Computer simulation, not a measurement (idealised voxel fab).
The process module presented herein is designated voxel transistor to metal.
FYI the section here is cut, 185 nm wide, cells are 5 nm squares.
For the purposes of this document, a cross-section shall be understood as a grid of square cells, specified as bands listed in top-to-bottom order, each band consisting of one or more rows of cells.
For a band, the entry starts with two heights in nm, that of the top and then that of the bottom, and carries on with the band's materials in order from left to right, each alongside its width in nm; the word "everywhere" beside a single material means it fills the band edge to edge, and "air" means empty space.
Height datum 0, below which the as-received substrate wafer is one material. Lowest band open at the bottom, running downward: "0 and below".
A two-number width, for instance "30 to 40", indicates that the width is equal to the first number in the top row of the band and to the second number in the bottom row, and that it changes by a constant amount per row of cells.
The designation "same as before", where it is given for a processing step, indicates that no cell of the cross-section was altered in the course of that step.
The label "Enclosed void list" introduces a list of the empty spaces, 8 cells or larger, that have no open way up to the top; each entry in it reads width x height at distance, where the distance is taken from the left edge and all three are stated in nm.
It should be noted that, on the line of a given step, the content following the step's settings is a remark produced by the simulator itself with respect to that step.
overlay nm: on a step with a mask, how far right of its planned place the mask lay; negative means left.
Structure of the following material. The material consists of pairs of cross-sections. Each pair comprises the cross-section before one process step and the cross-section after that step, the latter shown only down to the lowest band that changed. The step between the cross-sections is specified beneath each pair, including its settings. Pairs are not necessarily consecutive: they may derive from different runs of this module performed on the same starting wafer. Continuity with the pair above is to be assumed only where the entry headed "Prior to step" of the pair in question states it.
**Prior to step**
  90 down to 85  55 of TiN, then 5 of air, then 65 of TiN, then 5 of air, then 55 of TiN
  85 down to 50  50 of SiO2, then 5 of TiN, then 5 of air, then 5 of TiN, then 55 of SiO2, then 5 of TiN, then 5 of air, then 5 of TiN, then 50 of SiO2
  50 down to 45  50 of SiCN, then 15 of TiN, then 55 of SiCN, then 15 of TiN, then 50 of SiCN
  45 down to 30  50 of lowk, then 15 of W, then 55 of lowk, then 15 of W, then 50 of lowk
  30 down to 25  50 of lowk, then 15 of TiN, then 55 of lowk, then 15 of TiN, then 50 of lowk
  25 down to 10  50 of SiO2, then 5 of TiN, then 5 of W, then 5 of TiN, then 55 of SiO2, then 5 of TiN, then 5 of W, then 5 of TiN, then 50 of SiO2
  10 down to 0  50 of SiO2, then 5 of TiN, then 5 of W, then 5 of TiN, then 5 of SiO2, then 10 of SiN, then 5 of HfO2, then 5 of TiN, then 5 of W, then 5 of TiN, then 5 of HfO2, then 10 of SiN, then 5 of SiO2, then 5 of TiN, then 5 of W, then 5 of TiN, then 50 of SiO2
  0 down to -5  40 of SiO2, then 10 of SiN, then 15 of TiN, then 5 of SiO2, then 10 of SiN, then 5 of HfO2, then 15 of TiN, then 5 of HfO2, then 10 of SiN, then 5 of SiO2, then 15 of TiN, then 10 of SiN, then 40 of SiO2
  -5 down to -10  50 of SiO2, then 20 of nSi, then 5 of SiO2, then 35 of HfO2, then 5 of SiO2, then 20 of nSi, then 50 of SiO2
  -10 down to -30  45 of SiO2, then 95 of Si, then 45 of SiO2
  -30 and below  Si everywhere
  Enclosed void list: none
**Post-Step Geometry**
  100 down to 90  Cu everywhere
  90 down to 85  55 of TiN, then 5 of Cu, then 65 of TiN, then 5 of Cu, then 55 of TiN
  85 down to 50  50 of SiO2, then 5 of TiN, then 5 of Cu, then 5 of TiN, then 55 of SiO2, then 5 of TiN, then 5 of Cu, then 5 of TiN, then 50 of SiO2
  Anything lower than 50 is untouched.
  Enclosed void list: none
Step between the pre-process and post-process cross-sections given above: FILL_DEP,material Cu,thk nm 10
Prior to step: This step starts from the configuration shown after the step in the pair immediately above.
**Post-Step Geometry**
  85 down to 50  50 of SiO2, then 5 of TiN, then 5 of Cu, then 5 of TiN, then 55 of SiO2, then 5 of TiN, then 5 of Cu, then 5 of TiN, then 50 of SiO2
  Anything lower than 50 is untouched.
  Enclosed void list: none
Step between the pre-process and post-process cross-sections given above: CMP,height nm 85
Prior to step: This step starts from the configuration shown after the step in the pair immediately above.
**Post-Step Geometry**
  90 down to 85  SiCN everywhere
  Anything lower than 85 is untouched.
  Enclosed void list: none
Step between the pre-process and post-process cross-sections given above: CONFORMAL_DEP,material SiCN,thk nm 5
**Prior to step**
  35 down to 25  W everywhere
  25 down to 20  60 of W, then 30 of TiN, then 5 of W, then 30 of TiN, then 60 of W
  20 down to 15  65 of TiN, then 20 of HfO2, then 5 of TiN, then 5 of W, then 5 of TiN, then 20 of HfO2, then 65 of TiN
  15 down to 10  70 of HfO2, then 10 of SiN, then 5 of HfO2, then 5 of TiN, then 5 of W, then 5 of TiN, then 5 of HfO2, then 10 of SiN, then 70 of HfO2
  10 down to 0  70 of SiO2, then 10 of SiN, then 5 of HfO2, then 5 of TiN, then 5 of W, then 5 of TiN, then 5 of HfO2, then 10 of SiN, then 70 of SiO2
  0 down to -5  40 of SiO2, then 10 of SiN, then 20 of SiO2, then 10 of SiN, then 5 of HfO2, then 15 of TiN, then 5 of HfO2, then 10 of SiN, then 20 of SiO2, then 10 of SiN, then 40 of SiO2
  -5 down to -10  50 of SiO2, then 20 of nSi, then 5 of SiO2, then 35 of HfO2, then 5 of SiO2, then 20 of nSi, then 50 of SiO2
  -10 down to -30  45 of SiO2, then 95 of Si, then 45 of SiO2
  -30 and below  Si everywhere
  Enclosed void list: none
**Post-Step Geometry**
  50 down to 35  SiO2 everywhere
  Anything lower than 35 is untouched.
  Enclosed void list: none
Step between the pre-process and post-process cross-sections given above: DIRECTIONAL_DEP,material SiO2,thk nm 15
Prior to step: This step starts from the configuration shown after the step in the pair immediately above.
**Post-Step Geometry**
  60 down to 50  aC everywhere
  Anything lower than 50 is untouched.
  Enclosed void list: none
Step between the pre-process and post-process cross-sections given above: DIRECTIONAL_DEP,material aC,thk nm 10
Prior to step: This step starts from the configuration shown after the step in the pair immediately above.
**Post-Step Geometry**
  90 down to 60  50 of resist, then 15 of air, then 55 of resist, then 15 of air, then 50 of resist
  Anything lower than 60 is untouched.
  Enclosed void list: none
Step between the pre-process and post-process cross-sections given above: PATTERN,tone open,mask id CONTACT,material resist,width nm 15,pitch nm 70,thk nm 30,overlay nm 0
Prior to step: This step starts from the configuration shown after the step in the pair immediately above.
**Post-Step Geometry**
  80 down to 60  50 of resist, then 15 of air, then 55 of resist, then 15 of air, then 50 of resist
  60 down to 50  50 of aC, then 15 of air, then 55 of aC, then 15 of air, then 50 of aC
  Anything lower than 50 is untouched.
  Enclosed void list: none
Step between the pre-process and post-process cross-sections given above: DIRECTIONAL_ETCH,etch materials aC,depth nm 10
Prior to step: This step starts from the configuration shown after the step in the pair immediately above.
**Post-Step Geometry**
  60 down to 50  50 of aC, then 15 of air, then 55 of aC, then 15 of air, then 50 of aC
  Anything lower than 50 is untouched.
  Enclosed void list: none
Step between the pre-process and post-process cross-sections given above: STRIP,etch materials resist
Prior to step: This step starts from the configuration shown after the step in the pair immediately above.
**Post-Step Geometry**
  60 down to 50  50 of aC, then 15 of air, then 55 of aC, then 15 of air, then 50 of aC
  50 down to 35  50 of SiO2, then 15 of air, then 55 of SiO2, then 15 of air, then 50 of SiO2
  Anything lower than 35 is untouched.
  Enclosed void list: none
Step between the pre-process and post-process cross-sections given above: DIRECTIONAL_ETCH,etch materials SiO2,depth nm 30
Prior to step: This step starts from the configuration shown after the step in the pair immediately above.
**Post-Step Geometry**
  50 down to 35  50 of SiO2, then 15 of air, then 55 of SiO2, then 15 of air, then 50 of SiO2
  Anything lower than 35 is untouched.
  Enclosed void list: none
Step between the pre-process and post-process cross-sections given above: STRIP,etch materials aC
Prior to step: This step starts from the configuration shown after the step in the pair immediately above.
**Post-Step Geometry**
  55 down to 50  55 of TiN, then 5 of air, then 65 of TiN, then 5 of air, then 55 of TiN
  50 down to 40  50 of SiO2, then 5 of TiN, then 5 of air, then 5 of TiN, then 55 of SiO2, then 5 of TiN, then 5 of air, then 5 of TiN, then 50 of SiO2
  40 down to 35  50 of SiO2, then 15 of TiN, then 55 of SiO2, then 15 of TiN, then 50 of SiO2
  Anything lower than 35 is untouched.
  Enclosed void list: none
Step between the pre-process and post-process cross-sections given above: CONFORMAL_DEP,material TiN,thk nm 5
Prior to step: This step starts from the configuration shown after the step in the pair immediately above.
**Post-Step Geometry**
  60 down to 55  W everywhere
  55 down to 50  55 of TiN, then 5 of W, then 65 of TiN, then 5 of W, then 55 of TiN
  50 down to 40  50 of SiO2, then 5 of TiN, then 5 of W, then 5 of TiN, then 55 of SiO2, then 5 of TiN, then 5 of W, then 5 of TiN, then 50 of SiO2
  Anything lower than 40 is untouched.
  Enclosed void list: none
Step between the pre-process and post-process cross-sections given above: FILL_DEP,material W,thk nm 5
Prior to step: This step starts from the configuration shown after the step in the pair immediately above.
**Post-Step Geometry**
  25 down to 20  60 of W, then 30 of TiN, then 5 of W, then 30 of TiN, then 60 of W
  Anything lower than 20 is untouched.
  Enclosed void list: none
Step between the pre-process and post-process cross-sections given above: CMP,height nm 25
Prior to step: This step starts from the configuration shown after the step in the pair immediately above.
**Post-Step Geometry**
  30 down to 25  TiN everywhere
  Anything lower than 25 is untouched.
  Enclosed void list: none
Step between the pre-process and post-process cross-sections given above: DIRECTIONAL_DEP,material TiN,thk nm 5
Prior to step: This step starts from the configuration shown after the step in the pair immediately above.
**Post-Step Geometry**
  45 down to 30  W everywhere
  Anything lower than 30 is untouched.
  Enclosed void list: none
Step between the pre-process and post-process cross-sections given above: DIRECTIONAL_DEP,material W,thk nm 15
Prior to step: This step starts from the configuration shown after the step in the pair immediately above.
**Post-Step Geometry**
  60 down to 45  aC everywhere
  Anything lower than 45 is untouched.
  Enclosed void list: none
Step between the pre-process and post-process cross-sections given above: DIRECTIONAL_DEP,material aC,thk nm 15
Prior to step: This step starts from the configuration shown after the step in the pair immediately above.
**Post-Step Geometry**
  95 down to 60  50 of air, then 15 of resist, then 55 of air, then 15 of resist, then 50 of air
  Anything lower than 60 is untouched.
  Enclosed void list: none
Step between the pre-process and post-process cross-sections given above: PATTERN,tone cover,mask id METAL_1,material resist,width nm 15,pitch nm 70,thk nm 35,overlay nm 0
Prior to step: This step starts from the configuration shown after the step in the pair immediately above.
**Post-Step Geometry**
  80 down to 60  50 of air, then 15 of resist, then 55 of air, then 15 of resist, then 50 of air
  60 down to 45  50 of air, then 15 of aC, then 55 of air, then 15 of aC, then 50 of air
  Anything lower than 45 is untouched.
  Enclosed void list: none
Step between the pre-process and post-process cross-sections given above: DIRECTIONAL_ETCH,etch materials aC,depth nm 15
Prior to step: This step starts from the configuration shown after the step in the pair immediately above.
**Post-Step Geometry**
  60 down to 45  50 of air, then 15 of aC, then 55 of air, then 15 of aC, then 50 of air
  Anything lower than 45 is untouched.
  Enclosed void list: none
Step between the pre-process and post-process cross-sections given above: STRIP,etch materials resist
Prior to step: This step starts from the configuration shown after the step in the pair immediately above.
**Post-Step Geometry**
  60 down to 45  50 of air, then 15 of aC, then 55 of air, then 15 of aC, then 50 of air
  45 down to 30  50 of air, then 15 of W, then 55 of air, then 15 of W, then 50 of air
  Anything lower than 30 is untouched.
  Enclosed void list: none
Step between the pre-process and post-process cross-sections given above: DIRECTIONAL_ETCH,etch materials W,depth nm 15
Prior to step: This step starts from the configuration shown after the step in the pair immediately above.
**Post-Step Geometry**
  60 down to 45  50 of air, then 15 of aC, then 55 of air, then 15 of aC, then 50 of air
  45 down to 30  50 of air, then 15 of W, then 55 of air, then 15 of W, then 50 of air
  30 down to 25  50 of air, then 15 of TiN, then 55 of air, then 15 of TiN, then 50 of air
  Anything lower than 25 is untouched.
  Enclosed void list: none
Step between the pre-process and post-process cross-sections given above: DIRECTIONAL_ETCH,etch materials TiN,depth nm 5
Prior to step: This step starts from the configuration shown after the step in the pair immediately above.
**Post-Step Geometry**
  45 down to 30  50 of air, then 15 of W, then 55 of air, then 15 of W, then 50 of air
  Anything lower than 30 is untouched.
  Enclosed void list: none
Step between the pre-process and post-process cross-sections given above: STRIP,etch materials aC
Prior to step: This step starts from the configuration shown after the step in the pair immediately above.
**Post-Step Geometry**
  55 down to 45  lowk everywhere
  45 down to 30  50 of lowk, then 15 of W, then 55 of lowk, then 15 of W, then 50 of lowk
  30 down to 25  50 of lowk, then 15 of TiN, then 55 of lowk, then 15 of TiN, then 50 of lowk
  Anything lower than 25 is untouched.
  Enclosed void list: none
Step between the pre-process and post-process cross-sections given above: FILL_DEP,material lowk,thk nm 10
Prior to step: This step starts from the configuration shown after the step in the pair immediately above.
**Post-Step Geometry**
  45 down to 30  50 of lowk, then 15 of W, then 55 of lowk, then 15 of W, then 50 of lowk
  Anything lower than 30 is untouched.
  Enclosed void list: none
Step between the pre-process and post-process cross-sections given above: CMP,height nm 45
Prior to step: This step starts from the configuration shown after the step in the pair immediately above.
**Post-Step Geometry**
  50 down to 45  SiCN everywhere
  Anything lower than 45 is untouched.
  Enclosed void list: none
Step between the pre-process and post-process cross-sections given above: CONFORMAL_DEP,material SiCN,thk nm 5
Prior to step: This step starts from the configuration shown after the step in the pair immediately above.
**Post-Step Geometry**
  85 down to 50  SiO2 everywhere
  Anything lower than 50 is untouched.
  Enclosed void list: none
Step between the pre-process and post-process cross-sections given above: DIRECTIONAL_DEP,material SiO2,thk nm 35
Prior to step: This step starts from the configuration shown after the step in the pair immediately above.
**Post-Step Geometry**
  105 down to 85  50 of resist, then 15 of air, then 55 of resist, then 15 of air, then 50 of resist
  Anything lower than 85 is untouched.
  Enclosed void list: none
Step between the pre-process and post-process cross-sections given above: PATTERN,tone open,mask id METAL_2,material resist,width nm 15,pitch nm 70,thk nm 20,overlay nm 0
Prior to step: This step starts from the configuration shown after the step in the pair immediately above.
**Post-Step Geometry**
  105 down to 85  50 of resist, then 15 of air, then 55 of resist, then 15 of air, then 50 of resist
  85 down to 65  50 of SiO2, then 15 of air, then 55 of SiO2, then 15 of air, then 50 of SiO2
  Anything lower than 65 is untouched.
  Enclosed void list: none
Step between the pre-process and post-process cross-sections given above: DIRECTIONAL_ETCH,etch materials SiO2,depth nm 20
Prior to step: This step starts from the configuration shown after the step in the pair immediately above.
**Post-Step Geometry**
  85 down to 65  50 of SiO2, then 15 of air, then 55 of SiO2, then 15 of air, then 50 of SiO2
  Anything lower than 65 is untouched.
  Enclosed void list: none
Step between the pre-process and post-process cross-sections given above: STRIP,etch materials resist
Prior to step: This step starts from the configuration shown after the step in the pair immediately above.
**Post-Step Geometry**
  85 down to 50  50 of SiO2, then 15 of air, then 55 of SiO2, then 15 of air, then 50 of SiO2
  Anything lower than 50 is untouched.
  Enclosed void list: none
Step between the pre-process and post-process cross-sections given above: MASKED_ETCH,tone open,mask id METAL_2_HOLES,width nm 15,pitch nm 70,etch materials SiO2,depth nm 15,overlay nm 0
Prior to step: This step starts from the configuration shown after the step in the pair immediately above.
**Post-Step Geometry**
  85 down to 50  50 of SiO2, then 15 of air, then 55 of SiO2, then 15 of air, then 50 of SiO2
  50 down to 45  50 of SiCN, then 15 of air, then 55 of SiCN, then 15 of air, then 50 of SiCN
  Anything lower than 45 is untouched.
  Enclosed void list: none
Step between the pre-process and post-process cross-sections given above: MASKED_ETCH,tone open,mask id METAL_2_HOLES,width nm 15,pitch nm 70,etch materials SiCN,depth nm 5,overlay nm 0
Prior to step: This step starts from the configuration shown after the step in the pair immediately above.
**Post-Step Geometry**
  90 down to 85  55 of TiN, then 5 of air, then 65 of TiN, then 5 of air, then 55 of TiN
  85 down to 50  50 of SiO2, then 5 of TiN, then 5 of air, then 5 of TiN, then 55 of SiO2, then 5 of TiN, then 5 of air, then 5 of TiN, then 50 of SiO2
  50 down to 45  50 of SiCN, then 15 of TiN, then 55 of SiCN, then 15 of TiN, then 50 of SiCN
  Anything lower than 45 is untouched.
  Enclosed void list: none
Step between the pre-process and post-process cross-sections given above: CONFORMAL_DEP,material TiN,thk nm 5
Prior to step: This step starts from the configuration shown after the step in the pair immediately above.
**Post-Step Geometry**
  100 down to 90  Cu everywhere
  90 down to 85  55 of TiN, then 5 of Cu, then 65 of TiN, then 5 of Cu, then 55 of TiN
  85 down to 50  50 of SiO2, then 5 of TiN, then 5 of Cu, then 5 of TiN, then 55 of SiO2, then 5 of TiN, then 5 of Cu, then 5 of TiN, then 50 of SiO2
  Anything lower than 50 is untouched.
  Enclosed void list: none
Step between the pre-process and post-process cross-sections given above: FILL_DEP,material Cu,thk nm 10
Prior to step: This step starts from the configuration shown after the step in the pair immediately above.
**Post-Step Geometry**
  85 down to 50  50 of SiO2, then 5 of TiN, then 5 of Cu, then 5 of TiN, then 55 of SiO2, then 5 of TiN, then 5 of Cu, then 5 of TiN, then 50 of SiO2
  Anything lower than 50 is untouched.
  Enclosed void list: none
Step between the pre-process and post-process cross-sections given above: CMP,height nm 85
Prior to step: This step starts from the configuration shown after the step in the pair immediately above.
**Post-Step Geometry**
  90 down to 85  SiCN everywhere
  Anything lower than 85 is untouched.
  Enclosed void list: none
Step between the pre-process and post-process cross-sections given above: CONFORMAL_DEP,material SiCN,thk nm 5
**Prior to step**
  25 down to 10  SiO2 everywhere
  10 down to 0  70 of SiO2, then 10 of SiN, then 5 of HfO2, then 5 of TiN, then 5 of W, then 5 of TiN, then 5 of HfO2, then 10 of SiN, then 70 of SiO2
  0 down to -5  40 of SiO2, then 10 of SiN, then 20 of SiO2, then 10 of SiN, then 5 of HfO2, then 15 of TiN, then 5 of HfO2, then 10 of SiN, then 20 of SiO2, then 10 of SiN, then 40 of SiO2
  -5 down to -10  50 of SiO2, then 20 of nSi, then 5 of SiO2, then 35 of HfO2, then 5 of SiO2, then 20 of nSi, then 50 of SiO2
  -10 down to -30  45 of SiO2, then 95 of Si, then 45 of SiO2
  -30 and below  Si everywhere
  Enclosed void list: none
**Post-Step Geometry**
  40 down to 10  SiO2 everywhere
  Anything lower than 10 is untouched.
  Enclosed void list: none
Step between the pre-process and post-process cross-sections given above: DIRECTIONAL_DEP,material SiO2,thk nm 15
Prior to step: This step starts from the configuration shown after the step in the pair immediately above.
**Post-Step Geometry**
  50 down to 40  aC everywhere
  Anything lower than 40 is untouched.
  Enclosed void list: none
Step between the pre-process and post-process cross-sections given above: DIRECTIONAL_DEP,material aC,thk nm 10
Prior to step: This step starts from the configuration shown after the step in the pair immediately above.
**Post-Step Geometry**
  80 down to 50  50 of resist, then 15 of air, then 55 of resist, then 15 of air, then 50 of resist
  Anything lower than 50 is untouched.
  Enclosed void list: none
Step between the pre-process and post-process cross-sections given above: PATTERN,tone open,mask id CONTACT,material resist,width nm 15,pitch nm 70,thk nm 30,overlay nm 0
Prior to step: This step starts from the configuration shown after the step in the pair immediately above.
**Post-Step Geometry**
  70 down to 50  50 of resist, then 15 of air, then 55 of resist, then 15 of air, then 50 of resist
  50 down to 40  50 of aC, then 15 of air, then 55 of aC, then 15 of air, then 50 of aC
  Anything lower than 40 is untouched.
  Enclosed void list: none
Step between the pre-process and post-process cross-sections given above: DIRECTIONAL_ETCH,etch materials aC,depth nm 10
Prior to step: This step starts from the configuration shown after the step in the pair immediately above.
**Post-Step Geometry**
  50 down to 40  50 of aC, then 15 of air, then 55 of aC, then 15 of air, then 50 of aC
  Anything lower than 40 is untouched.
  Enclosed void list: none
Step between the pre-process and post-process cross-sections given above: STRIP,etch materials resist
Prior to step: This step starts from the configuration shown after the step in the pair immediately above.
**Post-Step Geometry**
  50 down to 40  50 of aC, then 15 of air, then 55 of aC, then 15 of air, then 50 of aC
  40 down to 10  50 of SiO2, then 15 of air, then 55 of SiO2, then 15 of air, then 50 of SiO2
  Anything lower than 10 is untouched.
  Enclosed void list: none
Step between the pre-process and post-process cross-sections given above: DIRECTIONAL_ETCH,etch materials SiO2,depth nm 30
Prior to step: This step starts from the configuration shown after the step in the pair immediately above.
**Post-Step Geometry**
  40 down to 10  50 of SiO2, then 15 of air, then 55 of SiO2, then 15 of air, then 50 of SiO2
  Anything lower than 10 is untouched.
  Enclosed void list: none
Step between the pre-process and post-process cross-sections given above: STRIP,etch materials aC
Prior to step: This step starts from the configuration shown after the step in the pair immediately above.
**Post-Step Geometry**
  45 down to 40  55 of TiN, then 5 of air, then 65 of TiN, then 5 of air, then 55 of TiN
  40 down to 15  50 of SiO2, then 5 of TiN, then 5 of air, then 5 of TiN, then 55 of SiO2, then 5 of TiN, then 5 of air, then 5 of TiN, then 50 of SiO2
  15 down to 10  50 of SiO2, then 15 of TiN, then 55 of SiO2, then 15 of TiN, then 50 of SiO2
  Anything lower than 10 is untouched.
  Enclosed void list: none
Step between the pre-process and post-process cross-sections given above: CONFORMAL_DEP,material TiN,thk nm 5
Prior to step: This step starts from the configuration shown after the step in the pair immediately above.
**Post-Step Geometry**
  50 down to 45  W everywhere
  45 down to 40  55 of TiN, then 5 of W, then 65 of TiN, then 5 of W, then 55 of TiN
  40 down to 15  50 of SiO2, then 5 of TiN, then 5 of W, then 5 of TiN, then 55 of SiO2, then 5 of TiN, then 5 of W, then 5 of TiN, then 50 of SiO2
  Anything lower than 15 is untouched.
  Enclosed void list: none
Step between the pre-process and post-process cross-sections given above: FILL_DEP,material W,thk nm 5
Prior to step: This step starts from the configuration shown after the step in the pair immediately above.
**Post-Step Geometry**
  25 down to 15  50 of SiO2, then 5 of TiN, then 5 of W, then 5 of TiN, then 55 of SiO2, then 5 of TiN, then 5 of W, then 5 of TiN, then 50 of SiO2
  Anything lower than 15 is untouched.
  Enclosed void list: none
Step between the pre-process and post-process cross-sections given above: CMP,height nm 25
Prior to step: This step starts from the configuration shown after the step in the pair immediately above.
**Post-Step Geometry**
  30 down to 25  TiN everywhere
  Anything lower than 25 is untouched.
  Enclosed void list: none
Step between the pre-process and post-process cross-sections given above: DIRECTIONAL_DEP,material TiN,thk nm 5
Prior to step: This step starts from the configuration shown after the step in the pair immediately above.
**Post-Step Geometry**
  45 down to 30  W everywhere
  Anything lower than 30 is untouched.
  Enclosed void list: none
Step between the pre-process and post-process cross-sections given above: DIRECTIONAL_DEP,material W,thk nm 15
Prior to step: This step starts from the configuration shown after the step in the pair immediately above.
**Post-Step Geometry**
  60 down to 45  aC everywhere
  Anything lower than 45 is untouched.
  Enclosed void list: none
Step between the pre-process and post-process cross-sections given above: DIRECTIONAL_DEP,material aC,thk nm 15
Prior to step: This step starts from the configuration shown after the step in the pair immediately above.
**Post-Step Geometry**
  95 down to 60  50 of air, then 15 of resist, then 55 of air, then 15 of resist, then 50 of air
  Anything lower than 60 is untouched.
  Enclosed void list: none
Step between the pre-process and post-process cross-sections given above: PATTERN,tone cover,mask id METAL_1,material resist,width nm 15,pitch nm 70,thk nm 35,overlay nm 0
Prior to step: This step starts from the configuration shown after the step in the pair immediately above.
**Post-Step Geometry**
  80 down to 60  50 of air, then 15 of resist, then 55 of air, then 15 of resist, then 50 of air
  60 down to 45  50 of air, then 15 of aC, then 55 of air, then 15 of aC, then 50 of air
  Anything lower than 45 is untouched.
  Enclosed void list: none
Step between the pre-process and post-process cross-sections given above: DIRECTIONAL_ETCH,etch materials aC,depth nm 15
Prior to step: This step starts from the configuration shown after the step in the pair immediately above.
**Post-Step Geometry**
  60 down to 45  50 of air, then 15 of aC, then 55 of air, then 15 of aC, then 50 of air
  Anything lower than 45 is untouched.
  Enclosed void list: none
Step between the pre-process and post-process cross-sections given above: STRIP,etch materials resist
Prior to step: This step starts from the configuration shown after the step in the pair immediately above.
**Post-Step Geometry**
  60 down to 45  50 of air, then 15 of aC, then 55 of air, then 15 of aC, then 50 of air
  45 down to 30  50 of air, then 15 of W, then 55 of air, then 15 of W, then 50 of air
  Anything lower than 30 is untouched.
  Enclosed void list: none
Step between the pre-process and post-process cross-sections given above: DIRECTIONAL_ETCH,etch materials W,depth nm 15
Prior to step: This step starts from the configuration shown after the step in the pair immediately above.
**Post-Step Geometry**
  60 down to 45  50 of air, then 15 of aC, then 55 of air, then 15 of aC, then 50 of air
  45 down to 30  50 of air, then 15 of W, then 55 of air, then 15 of W, then 50 of air
  30 down to 25  50 of air, then 15 of TiN, then 55 of air, then 15 of TiN, then 50 of air
  Anything lower than 25 is untouched.
  Enclosed void list: none
Step between the pre-process and post-process cross-sections given above: DIRECTIONAL_ETCH,etch materials TiN,depth nm 5
Prior to step: This step starts from the configuration shown after the step in the pair immediately above.
**Post-Step Geometry**
  45 down to 30  50 of air, then 15 of W, then 55 of air, then 15 of W, then 50 of air
  Anything lower than 30 is untouched.
  Enclosed void list: none
Step between the pre-process and post-process cross-sections given above: STRIP,etch materials aC
Prior to step: This step starts from the configuration shown after the step in the pair immediately above.
**Post-Step Geometry**
  55 down to 45  lowk everywhere
  45 down to 30  50 of lowk, then 15 of W, then 55 of lowk, then 15 of W, then 50 of lowk
  30 down to 25  50 of lowk, then 15 of TiN, then 55 of lowk, then 15 of TiN, then 50 of lowk
  Anything lower than 25 is untouched.
  Enclosed void list: none
Step between the pre-process and post-process cross-sections given above: FILL_DEP,material lowk,thk nm 10
Prior to step: This step starts from the configuration shown after the step in the pair immediately above.
**Post-Step Geometry**
  45 down to 30  50 of lowk, then 15 of W, then 55 of lowk, then 15 of W, then 50 of lowk
  Anything lower than 30 is untouched.
  Enclosed void list: none
Step between the pre-process and post-process cross-sections given above: CMP,height nm 45
Prior to step: This step starts from the configuration shown after the step in the pair immediately above.
**Post-Step Geometry**
  50 down to 45  SiCN everywhere
  Anything lower than 45 is untouched.
  Enclosed void list: none
Step between the pre-process and post-process cross-sections given above: CONFORMAL_DEP,material SiCN,thk nm 5
Prior to step: This step starts from the configuration shown after the step in the pair immediately above.
**Post-Step Geometry**
  85 down to 50  SiO2 everywhere
  Anything lower than 50 is untouched.
  Enclosed void list: none
Step between the pre-process and post-process cross-sections given above: DIRECTIONAL_DEP,material SiO2,thk nm 35
Prior to step: This step starts from the configuration shown after the step in the pair immediately above.
**Post-Step Geometry**
  105 down to 85  50 of resist, then 15 of air, then 55 of resist, then 15 of air, then 50 of resist
  Anything lower than 85 is untouched.
  Enclosed void list: none
Step between the pre-process and post-process cross-sections given above: PATTERN,tone open,mask id METAL_2,material resist,width nm 15,pitch nm 70,thk nm 20,overlay nm 0
Prior to step: This step starts from the configuration shown after the step in the pair immediately above.
**Post-Step Geometry**
  105 down to 85  50 of resist, then 15 of air, then 55 of resist, then 15 of air, then 50 of resist
  85 down to 65  50 of SiO2, then 15 of air, then 55 of SiO2, then 15 of air, then 50 of SiO2
  Anything lower than 65 is untouched.
  Enclosed void list: none
Step between the pre-process and post-process cross-sections given above: DIRECTIONAL_ETCH,etch materials SiO2,depth nm 20
Prior to step: This step starts from the configuration shown after the step in the pair immediately above.
**Post-Step Geometry**
  85 down to 65  50 of SiO2, then 15 of air, then 55 of SiO2, then 15 of air, then 50 of SiO2
  Anything lower than 65 is untouched.
  Enclosed void list: none
Step between the pre-process and post-process cross-sections given above: STRIP,etch materials resist
Prior to step: This step starts from the configuration shown after the step in the pair immediately above.
**Post-Step Geometry**
  85 down to 50  50 of SiO2, then 15 of air, then 55 of SiO2, then 15 of air, then 50 of SiO2
  Anything lower than 50 is untouched.
  Enclosed void list: none
Step between the pre-process and post-process cross-sections given above: MASKED_ETCH,tone open,mask id METAL_2_HOLES,width nm 15,pitch nm 70,etch materials SiO2,depth nm 15,overlay nm 0
Prior to step: This step starts from the configuration shown after the step in the pair immediately above.
**Post-Step Geometry**
  85 down to 50  50 of SiO2, then 15 of air, then 55 of SiO2, then 15 of air, then 50 of SiO2
  50 down to 45  50 of SiCN, then 15 of air, then 55 of SiCN, then 15 of air, then 50 of SiCN
  Anything lower than 45 is untouched.
  Enclosed void list: none
Step between the pre-process and post-process cross-sections given above: MASKED_ETCH,tone open,mask id METAL_2_HOLES,width nm 15,pitch nm 70,etch materials SiCN,depth nm 5,overlay nm 0
Prior to step: This step starts from the configuration shown after the step in the pair immediately above.
**Post-Step Geometry**
  90 down to 85  55 of TiN, then 5 of air, then 65 of TiN, then 5 of air, then 55 of TiN
  85 down to 50  50 of SiO2, then 5 of TiN, then 5 of air, then 5 of TiN, then 55 of SiO2, then 5 of TiN, then 5 of air, then 5 of TiN, then 50 of SiO2
  50 down to 45  50 of SiCN, then 15 of TiN, then 55 of SiCN, then 15 of TiN, then 50 of SiCN
  Anything lower than 45 is untouched.
  Enclosed void list: none
Step between the pre-process and post-process cross-sections given above: CONFORMAL_DEP,material TiN,thk nm 5
Prior to step: This step starts from the configuration shown after the step in the pair immediately above.
**Post-Step Geometry**
  100 down to 90  Cu everywhere
  90 down to 85  55 of TiN, then 5 of Cu, then 65 of TiN, then 5 of Cu, then 55 of TiN
  85 down to 50  50 of SiO2, then 5 of TiN, then 5 of Cu, then 5 of TiN, then 55 of SiO2, then 5 of TiN, then 5 of Cu, then 5 of TiN, then 50 of SiO2
  Anything lower than 50 is untouched.
  Enclosed void list: none
Step between the pre-process and post-process cross-sections given above: FILL_DEP,material Cu,thk nm 10
Prior to step: This step starts from the configuration shown after the step in the pair immediately above.
**Post-Step Geometry**
  85 down to 50  50 of SiO2, then 5 of TiN, then 5 of Cu, then 5 of TiN, then 55 of SiO2, then 5 of TiN, then 5 of Cu, then 5 of TiN, then 50 of SiO2
  Anything lower than 50 is untouched.
  Enclosed void list: none
Step between the pre-process and post-process cross-sections given above: CMP,height nm 85
Prior to step: This step starts from the configuration shown after the step in the pair immediately above.
**Post-Step Geometry**
  90 down to 85  SiCN everywhere
  Anything lower than 85 is untouched.
  Enclosed void list: none
Step between the pre-process and post-process cross-sections given above: CONFORMAL_DEP,material SiCN,thk nm 5
